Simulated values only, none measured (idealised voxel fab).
Documented hereafter: the process module known as voxel ribs on slabs.
This is section cut - it's 190 nm across, gridded in 5 nm square cells.
Bands, listed from the top down, are how a cross-section gets written in this document; the cross-section itself is a grid of square cells, and a band is one or more rows of them. Band: top height; bottom height; in nm. Then, left to right: material with width in nm, for each material. "full width": a single material spanning edge to edge. "air": empty space. Where do heights start? At 0: under that level the wafer as delivered is made of one material only. And the lowest band has no floor; it just carries on downward, as in "0..down". A two-number width, for instance "30->40", indicates that the width is equal to the first number in the top row of the band and to the second number in the bottom row, and that it changes by a constant amount per row of cells. Reading "no change" for a step: not a cell of the cross-section changed in it. Entry "Trapped cavities" = empty spaces >= 8 cells with no open way to the top; each as width x height at distance, distance from left edge, all nm. On a step's line, text after the settings is the simulator commenting on that step. The "overlay nm" setting may appear on a step's line; for a step that uses a mask, it gives how far to the right of its planned position the mask lay, and a negative value indicates the left.

### Intended process steps
1) RECEIVE: material Si
2) DIRECTIONAL_DEP: material SiO2, thk nm 20
3) DIRECTIONAL_DEP: material SiN, thk nm 25
4) PATTERN: tone cover, mask id RIB, material resist, width nm 20, thk nm 15, overlay nm 0
5) DIRECTIONAL_ETCH: etch materials SiN, depth nm 10
6) STRIP: etch materials resist
7) PATTERN: tone cover, mask id SLAB, material resist, width nm 70, thk nm 20, overlay nm 0
8) DIRECTIONAL_ETCH: etch materials SiN, depth nm 15
9) STRIP: etch materials resist
10) FILL_DEP: material SiO2, thk nm 25
11) CMP: height nm 60
12) DIRECTIONAL_DEP: material TiN, thk nm 5
13) DIRECTIONAL_DEP: material aC, thk nm 15
14) PATTERN: tone cover, mask id HEATER, material resist, width nm 30, thk nm 30, overlay nm 0
15) DIRECTIONAL_ETCH: etch materials aC, depth nm 15
16) STRIP: etch materials resist
17) DIRECTIONAL_ETCH: etch materials TiN, depth nm 5
18) STRIP: etch materials aC
19) CONFORMAL_DEP: material SiO2, thk nm 10

### Cross-sectional view of the wafer in its as-received condition, corresponding to the state after step 1
    0..down  Si full width
    Trapped cavities: none

### Final cross-section, module run with one mistake (start and plan as above)
    75..70  air 70; SiO2 50; air 70
    70..65  SiO2 full width
    65..60  SiO2 80; TiN 30; SiO2 80
    60..25  SiO2 full width
    25..0  SiN full width
    0..down  Si full width
    Trapped cavities: none
Deviation noted in wafer processing: contrary to the plan, steps 2 and 3 were processed in exchanged order
